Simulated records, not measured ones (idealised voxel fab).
The document below concerns the process module designated voxel spacer lines.
Section cut is 200 nm wide and gridded with 5 nm square cells.
Format of a cross-section: grid, square cells. Given as bands. Order: top down. Band: one or more rows of cells. Top, bottom (nm), then materials left to right with widths (nm); lone material tagged "edge to edge" fills the whole band edge to edge; "empty" = empty space. Heights are reckoned from 0. Under this level, the received wafer is all of one material. The bottommost band is open-ended downward, for example "0 -> down". The two numbers in a width such as "30->40" mark its ends across the band: the first belongs to the top row of cells, the second to the bottom row, and from each row to the next the width moves by the same amount. A step reported as "nothing changed" is a step in which no cell of the cross-section changed. Empty spaces counting at least 8 cells and having no open way to the top are listed in "Enclosed void catalog". The notation width x height at distance is used for each, the distance being from the left edge and all three values in nm. Post-settings text on a step line: simulator's own remark regarding the step. overlay nm: right-of-plan distance of the mask on a masked step; negative values mean left-of-plan.
**plan**
1) RECEIVE | material Si
2) CONFORMAL_DEP | material Al2O3 | thk nm 10
3) DIRECTIONAL_DEP | material TiN | thk nm 15
4) DIRECTIONAL_DEP | material aC | thk nm 20
5) PATTERN | tone cover | mask id MANDREL | material resist | width nm 25 | pitch nm 70 | thk nm 25 | overlay nm 0
6) DIRECTIONAL_ETCH | etch materials aC | depth nm 20
7) STRIP | etch materials resist
8) CONFORMAL_DEP | material SiO2 | thk nm 10
9) DIRECTIONAL_ETCH | etch materials SiO2 | depth nm 10
10) STRIP | etch materials aC
11) DIRECTIONAL_ETCH | etch materials TiN | depth nm 15
12) STRIP | etch materials SiO2
**Delivered wafer in cross-section: state after step 1**
> 0 -> down | Si edge to edge
> Enclosed void catalog: none
**Looking at the first of two wafers in cross-section at end of module - ran to plan**
> 25 -> 10 | 5 nm empty, 10 nm TiN, 25 nm empty, 10 nm TiN, 25 nm empty, 10 nm TiN, 25 nm empty, 10 nm TiN, 25 nm empty, 10 nm TiN, 25 nm empty, 10 nm TiN, 10 nm empty
> 10 -> 0 | Al2O3 edge to edge
> 0 -> down | Si edge to edge
> Enclosed void catalog: none
**Second of two wafers, module complete, sectioned: it shares the first wafer's start and plan but was run with one mistake**
> 30 -> 10 | aC edge to edge
> 10 -> 0 | Al2O3 edge to edge
> 0 -> down | Si edge to edge
> Enclosed void catalog: none
Deviation from plan: sequence error: steps 3 and 4 interchanged
The closing comparison, in cells, has the second wafer with more or fewer of some materials than the first: TiN: 36 fewer | aC: 160 more
